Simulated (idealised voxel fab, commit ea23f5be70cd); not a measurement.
Herein follows the process module entitled voxel transistor to metal.
Pictured: cross-section cut, 295 nm wide, on a grid of 5 nm square cells.
Reading order for cross-sections: top band down to bottom band. Underlying form: a grid of square cells. Band size: one or more rows of cells. Basically the band line says how high the top is and how high the bottom is, in nm, and then what's in it from left to right, every material with its width in nm. Empty space shows up as "blank", and if a single material carries "edge to edge" it runs the full band edge to edge. Height 0 is the level under which the wafer as received is all one material. The lowest band goes on downwards, as in "0..down". Read "30->40" as a graded width: first number on top, second number at the bottom, same change between each pair of neighbouring rows. Any step labelled "stayed the same" changed none of the cells in the cross-section. The list in "Unvented internal voids" covers empty spaces of 8 cells or more that cannot reach the top through any open way, and it gives each as width x height at distance; the distance is from the left edge, and width, height and distance are in nm. Anything after a step's settings on that line? It's the simulator's own note about the step. What "overlay nm" on a step's line means: if the step has a mask, that mask lay this far to the right of its planned place, or, when the value is negative, to the left.
### Set out below are the planned steps of the process
1: RECEIVE with material Si
2: OXIDIZE with depth nm 5
3: CONFORMAL_DEP with material SiN, thk nm 10
4: MASKED_ETCH with tone cover, mask id ACTIVE, width nm 105, pitch nm 125, etch materials SiN, depth nm 10, overlay nm 0
5: MASKED_ETCH with tone cover, mask id ACTIVE, width nm 105, pitch nm 125, etch materials SiO2, depth nm 5, overlay nm 0
6: MASKED_ETCH with tone cover, mask id ACTIVE, width nm 105, pitch nm 125, etch materials Si, depth nm 35, overlay nm 0
7: OXIDIZE with depth nm 5
8: FILL_DEP with material SiO2, thk nm 10
9: CMP with height nm 10
10: SELECTIVE_ETCH with etch materials SiO2, depth nm 5
11: STRIP with etch materials SiN
12: SELECTIVE_ETCH with etch materials SiO2, depth nm 5
13: OXIDIZE with depth nm 5
14: DIRECTIONAL_DEP with material polySi, thk nm 25
15: DIRECTIONAL_DEP with material SiCN, thk nm 10
16: DIRECTIONAL_DEP with material aC, thk nm 10
17: PATTERN with tone cover, mask id GATE, material resist, width nm 35, pitch nm 125, thk nm 25, overlay nm 0
18: DIRECTIONAL_ETCH with etch materials aC, depth nm 10
19: STRIP with etch materials resist
20: DIRECTIONAL_ETCH with etch materials SiCN, depth nm 20
21: DIRECTIONAL_ETCH with etch materials polySi, depth nm 35
22: STRIP with etch materials aC
23: CONFORMAL_DEP with material SiN, thk nm 10
24: DIRECTIONAL_ETCH with etch materials SiN, depth nm 10
25: DIRECTIONAL_ETCH with etch materials SiO2, depth nm 5
26: DIRECTIONAL_ETCH with etch materials Si, depth nm 10
27: EPI with material nSi, thk nm 15
28: FILL_DEP with material SiO2, thk nm 5
29: CMP with height nm 20
30: STRIP with etch materials polySi
31: SELECTIVE_ETCH with etch materials SiO2, depth nm 5
32: CONFORMAL_DEP with material HfO2, thk nm 5
33: CONFORMAL_DEP with material TiN, thk nm 5
34: FILL_DEP with material W, thk nm 5
35: CMP with height nm 15
36: DIRECTIONAL_DEP with material SiO2, thk nm 10
37: DIRECTIONAL_DEP with material aC, thk nm 15
38: PATTERN with tone open, mask id CONTACT, material resist, width nm 15, thk nm 35, overlay nm 0
39: DIRECTIONAL_ETCH with etch materials aC, depth nm 15
40: STRIP with etch materials resist
41: DIRECTIONAL_ETCH with etch materials SiO2, depth nm 30
42: STRIP with etch materials aC
43: CONFORMAL_DEP with material TiN, thk nm 5
44: FILL_DEP with material W, thk nm 10
45: CMP with height nm 25
46: DIRECTIONAL_DEP with material TiN, thk nm 5
47: DIRECTIONAL_DEP with material W, thk nm 20
48: DIRECTIONAL_DEP with material aC, thk nm 10
49: PATTERN with tone cover, mask id METAL_1, material resist, width nm 15, thk nm 25, overlay nm 0
50: DIRECTIONAL_ETCH with etch materials aC, depth nm 10
51: STRIP with etch materials resist
52: DIRECTIONAL_ETCH with etch materials W, depth nm 20
53: DIRECTIONAL_ETCH with etch materials TiN, depth nm 5
54: STRIP with etch materials aC
55: FILL_DEP with material SiO2, thk nm 5
56: CMP with height nm 50
57: CONFORMAL_DEP with material SiCN, thk nm 5
58: DIRECTIONAL_DEP with material SiO2, thk nm 30
59: DIRECTIONAL_DEP with material aC, thk nm 10
60: PATTERN with tone open, mask id METAL_2, material resist, width nm 15, pitch nm 125, thk nm 30, overlay nm 0
61: DIRECTIONAL_ETCH with etch materials aC, depth nm 10
62: STRIP with etch materials resist
63: DIRECTIONAL_ETCH with etch materials SiO2, depth nm 20
64: STRIP with etch materials aC
65: DIRECTIONAL_DEP with material aC, thk nm 15
66: PATTERN with tone open, mask id METAL_2_HOLES, material resist, width nm 15, pitch nm 125, thk nm 30, overlay nm 0
67: DIRECTIONAL_ETCH with etch materials aC, depth nm 15
68: STRIP with etch materials resist
69: DIRECTIONAL_ETCH with etch materials SiO2, depth nm 10
70: DIRECTIONAL_ETCH with etch materials SiCN, depth nm 5
71: STRIP with etch materials aC
72: CONFORMAL_DEP with material TiN, thk nm 5
73: FILL_DEP with material Ru, thk nm 10
74: CMP with height nm 85
75: CONFORMAL_DEP with material SiN, thk nm 5
### As-received wafer cross-section (after step 1)
0..down | Si edge to edge
Unvented internal voids: none
### One mistake in running the module, otherwise start and plan as above: cross-section at the end
90..85 | SiN edge to edge
85..55 | SiO2 (35) | TiN (5) | Ru (5) | TiN (5) | SiO2 (110) | TiN (5) | Ru (5) | TiN (5) | SiO2 (120)
55..50 | SiCN (35) | TiN (15) | SiCN (110) | TiN (15) | SiCN (120)
50..30 | SiO2 (35) | W (15) | SiO2 (65) | W (15) | SiO2 (30) | W (15) | SiO2 (65) | W (15) | SiO2 (40)
30..25 | SiO2 (35) | TiN (15) | SiO2 (65) | TiN (15) | SiO2 (30) | TiN (15) | SiO2 (65) | TiN (15) | SiO2 (40)
25..15 | SiO2 (35) | TiN (5) | W (5) | TiN (5) | SiO2 (65) | TiN (5) | W (5) | TiN (5) | SiO2 (30) | TiN (5) | W (5) | TiN (5) | SiO2 (65) | TiN (5) | W (5) | TiN (5) | SiO2 (40)
15..10 | SiO2 (35) | TiN (5) | W (5) | TiN (5) | SiO2 (10) | SiN (10) | HfO2 (5) | TiN (5) | W (10) | TiN (5) | HfO2 (5) | SiN (10) | SiO2 (5) | TiN (5) | W (5) | TiN (5) | SiO2 (30) | TiN (5) | W (5) | TiN (5) | SiO2 (10) | SiN (10) | HfO2 (5) | TiN (5) | W (10) | TiN (5) | HfO2 (5) | SiN (10) | SiO2 (5) | TiN (5) | W (5) | TiN (5) | SiO2 (40)
10..5 | SiO2 (35) | TiN (15) | SiO2 (10) | SiN (10) | HfO2 (5) | TiN (5) | W (10) | TiN (5) | HfO2 (5) | SiN (10) | SiO2 (5) | TiN (15) | SiO2 (30) | TiN (15) | SiO2 (10) | SiN (10) | HfO2 (5) | TiN (5) | W (10) | TiN (5) | HfO2 (5) | SiN (10) | SiO2 (5) | TiN (15) | SiO2 (40)
5..0 | SiO2 (35) | TiN (10) | nSi (15) | SiN (10) | HfO2 (5) | TiN (5) | W (10) | TiN (5) | HfO2 (5) | SiN (10) | nSi (15) | TiN (5) | SiO2 (30) | TiN (10) | nSi (15) | SiN (10) | HfO2 (5) | TiN (5) | W (10) | TiN (5) | HfO2 (5) | SiN (10) | nSi (15) | TiN (5) | SiO2 (40)
0..-5 | SiO2 (25) | SiN (10) | TiN (10) | nSi (15) | SiN (10) | HfO2 (5) | TiN (20) | HfO2 (5) | SiN (10) | nSi (15) | TiN (5) | SiN (10) | SiO2 (10) | SiN (10) | TiN (10) | nSi (15) | SiN (10) | HfO2 (5) | TiN (20) | HfO2 (5) | SiN (10) | nSi (15) | TiN (5) | SiN (10) | SiO2 (30)
-5..-10 | SiO2 (35) | nSi (25) | SiO2 (5) | HfO2 (40) | SiO2 (5) | nSi (20) | SiO2 (30) | nSi (25) | SiO2 (5) | HfO2 (40) | SiO2 (5) | nSi (20) | SiO2 (40)
-10..-20 | SiO2 (35) | nSi (25) | Si (50) | nSi (20) | SiO2 (30) | nSi (25) | Si (50) | nSi (20) | SiO2 (40)
-20..-45 | SiO2 (35) | Si (95) | SiO2 (30) | Si (95) | SiO2 (40)
-45..down | Si edge to edge
Unvented internal voids: none
Nonconformance to the process plan: step 17 off recipe, ran as PATTERN with tone cover, mask id GATE, material resist, width nm 30, pitch nm 125, thk nm 25, overlay nm 0
